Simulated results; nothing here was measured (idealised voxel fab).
Documented hereafter: the process module known as voxel lift off.
Cross-sectional view cut (width: 290 nm; square cell size: 5 nm).
Cross-section spec: square-cell grid; bands listed top down; each band is one or more rows.
It is stipulated that each band's entry specify, in nanometres, the height of the top of the band and then that of its bottom, followed by the materials of the band in left-to-right sequence, each together with its width in nanometres. A single material marked by the word "throughout" is understood to fill the band from edge to edge; the word "blank" is understood to denote empty space.
All heights in this document are referenced to 0, defined as the level beneath which the wafer, as received, consists entirely of one material. The lowest band is not bounded below; it extends indefinitely downward and is written in the form "0 and below".
Width "30..40": first value at the band's top row of cells, second value at its bottom row, equal change from row to row.
"left unchanged" for a step: no cell of the cross-section changed in that step.
Heads up: "Enclosed void listing" only lists the empty pockets with no open path to the top that are 8 cells or more, and it writes them as width x height at distance, distance from the left edge, in nm.
Anything after a step's settings on that line? It's the simulator's own note about the step.
The optional step-line setting "overlay nm" applies to steps with a mask and quantifies how far to the right of its planned location the mask lay, a negative value indicating leftward placement.

Listed below are the process steps as planned:
1,RECEIVE | material Si
2,CONFORMAL_DEP | material SiN | thk nm 15
3,PATTERN | tone open | mask id LINES | material resist | width nm 15 | pitch nm 35 | thk nm 15 | overlay nm 0
4,DIRECTIONAL_DEP | material Ru | thk nm 5
5,STRIP | etch materials resist
6,CONFORMAL_DEP | material SiCN | thk nm 10

Wafer cross-section on receipt, i.e. after step 1:
- 0 and below | Si throughout
- Enclosed void listing: none

a wafer at the end: this start, this plan, one mistake:
- 30 down to 20 | SiCN throughout
- 20 down to 15 | 85 nm Ru; 15 nm SiCN; 20 nm Ru; 15 nm SiCN; 20 nm Ru; 15 nm SiCN; 20 nm Ru; 15 nm SiCN; 85 nm Ru
- 15 down to 0 | SiN throughout
- 0 and below | Si throughout
- Enclosed void listing: none
Short version of what went wrong: step 3 deviated from plan and actually ran as PATTERN | tone cover | mask id LINES | material resist | width nm 15 | pitch nm 35 | thk nm 15 | overlay nm 0
